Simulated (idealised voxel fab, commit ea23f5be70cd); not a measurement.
process module | voxel wiring stack
cross-section cut | 205 nm wide | cells 5 nm
A cross-section is a grid of square cells, given in bands from the top down. A band is one or more rows of cells.
Each band's line starts with the height of the band's top and of its bottom, in nm. Then come its materials from left to right, each with its width in nm. One material with "throughout" fills the band from edge to edge. "air" is empty space.
Height 0 is the level under which the wafer as received is all one material. The lowest band goes on downwards, as in "0 down".
A width such as "30 to 40" changes by the same amount from each row of cells to the next, from the band's top row to its bottom row.
"no change" after a step means that no cell of the cross-section changed.
closed voids: empty space of 8 cells or more with no open way to the top, each as width x height at its distance from the left edge, in nm
after a step's settings: what the simulator itself notes on the step
overlay nm, on a step with a mask: how far to the right of its planned place the mask lay; to the left if negative
plan
1 op RECEIVE | material Si
2 op CONFORMAL_DEP | material SiO2 | thk nm 10
3 op DIRECTIONAL_DEP | material TiN | thk nm 5
4 op DIRECTIONAL_DEP | material Ru | thk nm 15
5 op MASKED_ETCH | tone cover | mask id METAL_1 | width nm 25 | pitch nm 45 | etch materials Ru | depth nm 15 | overlay nm 0
6 op MASKED_ETCH | tone cover | mask id METAL_1 | width nm 25 | pitch nm 45 | etch materials TiN | depth nm 5 | overlay nm 0
7 op FILL_DEP | material lowk | thk nm 5
8 op CMP | height nm 30
9 op CONFORMAL_DEP | material SiCN | thk nm 5
10 op DIRECTIONAL_DEP | material lowk | thk nm 35
11 op DIRECTIONAL_DEP | material aC | thk nm 15
12 op PATTERN | tone open | mask id METAL_2_HOLES | material resist | width nm 15 | pitch nm 45 | thk nm 30 | overlay nm 0
13 op DIRECTIONAL_ETCH | etch materials aC | depth nm 15
14 op STRIP | etch materials resist
15 op DIRECTIONAL_ETCH | etch materials lowk | depth nm 35
16 op STRIP | etch materials aC
17 op PATTERN | tone open | mask id METAL_2 | material resist | width nm 25 | pitch nm 45 | thk nm 20 | overlay nm 0
18 op DIRECTIONAL_ETCH | etch materials lowk | depth nm 20
19 op DIRECTIONAL_ETCH | etch materials SiCN | depth nm 5
20 op STRIP | etch materials resist
21 op CONFORMAL_DEP | material TiN | thk nm 5
22 op FILL_DEP | material Cu | thk nm 5
23 op CMP | height nm 60
24 op CONFORMAL_DEP | material SiCN | thk nm 5
25 op DIRECTIONAL_DEP | material lowk | thk nm 20
26 op PATTERN | tone open | mask id PLUG_2 | material resist | width nm 15 | pitch nm 90 | thk nm 15 | overlay nm 0
27 op DIRECTIONAL_ETCH | etch materials lowk | depth nm 20
28 op DIRECTIONAL_ETCH | etch materials SiCN | depth nm 5
29 op STRIP | etch materials resist
30 op CONFORMAL_DEP | material TiN | thk nm 5
31 op FILL_DEP | material W | thk nm 10
32 op CMP | height nm 95
33 op DIRECTIONAL_DEP | material TiN | thk nm 5
34 op DIRECTIONAL_DEP | material W | thk nm 15
35 op MASKED_ETCH | tone cover | mask id METAL_3 | width nm 25 | pitch nm 45 | etch materials W | depth nm 15 | overlay nm 0
36 op MASKED_ETCH | tone cover | mask id METAL_3 | width nm 25 | pitch nm 45 | etch materials TiN | depth nm 5 | overlay nm 0
37 op CONFORMAL_DEP | material SiN | thk nm 5
38 op FILL_DEP | material SiO2 | thk nm 5
39 op CMP | height nm 115
40 op CONFORMAL_DEP | material SiCN | thk nm 5
varied across the wafers: height nm of step 23. The plan shows the first wafer's value. All wafers start alike
first wafer as received, after step 1
  0 down: Si throughout
  closed voids: none
first wafer at the end, after step 40
  120 to 115: SiCN throughout
  115 to 100: SiO2 15 | SiN 5 | W 25 | SiN 5 | SiO2 10 | SiN 5 | W 25 | SiN 5 | SiO2 10 | SiN 5 | W 25 | SiN 5 | SiO2 10 | SiN 5 | W 25 | SiN 5 | SiO2 20
  100 to 95: SiN 20 | TiN 25 | SiN 20 | TiN 25 | SiN 20 | TiN 25 | SiN 20 | TiN 25 | SiN 25
  95 to 90: W throughout
  90 to 85: TiN 25 | W 5 | TiN 85 | W 5 | TiN 85
  85 to 65: lowk 20 | TiN 5 | W 5 | TiN 5 | lowk 75 | TiN 5 | W 5 | TiN 5 | lowk 80
  65 to 60: SiCN 20 | TiN 15 | SiCN 75 | TiN 15 | SiCN 80
  60 to 50: lowk 20 | TiN 5 | Cu 15 to 5 | TiN 5 to 15 | lowk 20 | TiN 5 | Cu 15 to 5 | TiN 5 to 15 | lowk 20 | TiN 5 | Cu 15 to 5 | TiN 5 to 15 | lowk 20 | TiN 5 | Cu 15 to 5 | TiN 5 to 15 | lowk 25
  50 to 35: lowk 20 | TiN 5 | Cu 5 | TiN 5 | lowk 30 | TiN 5 | Cu 5 | TiN 5 | lowk 30 | TiN 5 | Cu 5 | TiN 5 | lowk 30 | TiN 5 | Cu 5 | TiN 5 | lowk 35
  35 to 30: SiCN 20 | TiN 15 | SiCN 30 | TiN 15 | SiCN 30 | TiN 15 | SiCN 30 | TiN 15 | SiCN 35
  30 to 15: lowk 20 | Ru 25 | lowk 20 | Ru 25 | lowk 20 | Ru 25 | lowk 20 | Ru 25 | lowk 25
  15 to 10: lowk 20 | TiN 25 | lowk 20 | TiN 25 | lowk 20 | TiN 25 | lowk 20 | TiN 25 | lowk 25
  10 to 0: SiO2 throughout
  0 down: Si throughout
  closed voids: none
last wafer at the end
  120 to 115: SiCN throughout
  115 to 100: SiO2 15 | SiN 5 | W 25 | SiN 5 | SiO2 10 | SiN 5 | W 25 | SiN 5 | SiO2 10 | SiN 5 | W 25 | SiN 5 | SiO2 10 | SiN 5 | W 25 | SiN 5 | SiO2 20
  100 to 95: SiN 20 | TiN 25 | SiN 20 | TiN 25 | SiN 20 | TiN 25 | SiN 20 | TiN 25 | SiN 25
  95 to 85: lowk 20 | TiN 5 | W 5 | TiN 5 | lowk 75 | TiN 5 | W 5 | TiN 5 | lowk 80
  85 to 80: SiCN 20 | TiN 15 | SiCN 75 | TiN 15 | SiCN 80
  80 to 75: Cu throughout
  75 to 70: TiN 25 | Cu 15 | TiN 30 | Cu 15 | TiN 30 | Cu 15 | TiN 30 | Cu 15 | TiN 30
  70 to 55: lowk 20 | TiN 5 | Cu 15 | TiN 5 | lowk 20 | TiN 5 | Cu 15 | TiN 5 | lowk 20 | TiN 5 | Cu 15 | TiN 5 | lowk 20 | TiN 5 | Cu 15 | TiN 5 | lowk 25
  55 to 50: lowk 20 | TiN 5 | Cu 5 | TiN 15 | lowk 20 | TiN 5 | Cu 5 | TiN 15 | lowk 20 | TiN 5 | Cu 5 | TiN 15 | lowk 20 | TiN 5 | Cu 5 | TiN 15 | lowk 25
  50 to 35: lowk 20 | TiN 5 | Cu 5 | TiN 5 | lowk 30 | TiN 5 | Cu 5 | TiN 5 | lowk 30 | TiN 5 | Cu 5 | TiN 5 | lowk 30 | TiN 5 | Cu 5 | TiN 5 | lowk 35
  35 to 30: SiCN 20 | TiN 15 | SiCN 30 | TiN 15 | SiCN 30 | TiN 15 | SiCN 30 | TiN 15 | SiCN 35
  30 to 15: lowk 20 | Ru 25 | lowk 20 | Ru 25 | lowk 20 | Ru 25 | lowk 20 | Ru 25 | lowk 25
  15 to 10: lowk 20 | TiN 25 | lowk 20 | TiN 25 | lowk 20 | TiN 25 | lowk 20 | TiN 25 | lowk 25
  10 to 0: SiO2 throughout
  0 down: Si throughout
  closed voids: none
each wafer at the end: cells of each material gained (+) or lost (-) since it was received, then its closed voids
height nm 60 | +28 Cu | +60 Ru | +105 SiCN | +45 SiN | +121 SiO2 | +161 TiN | +111 W | +353 lowk | closed voids: none
height nm 65 | +40 Cu | +60 Ru | +105 SiCN | +45 SiN | +121 SiO2 | +169 TiN | +70 W | +374 lowk | closed voids: none
height nm 70 | +52 Cu | +60 Ru | +105 SiCN | +45 SiN | +121 SiO2 | +138 TiN | +68 W | +395 lowk | closed voids: none
height nm 75 | +64 Cu | +60 Ru | +105 SiCN | +45 SiN | +121 SiO2 | +163 TiN | +66 W | +360 lowk | closed voids: none
height nm 80 | +105 Cu | +60 Ru | +105 SiCN | +45 SiN | +121 SiO2 | +159 TiN | +64 W | +325 lowk | closed voids: none
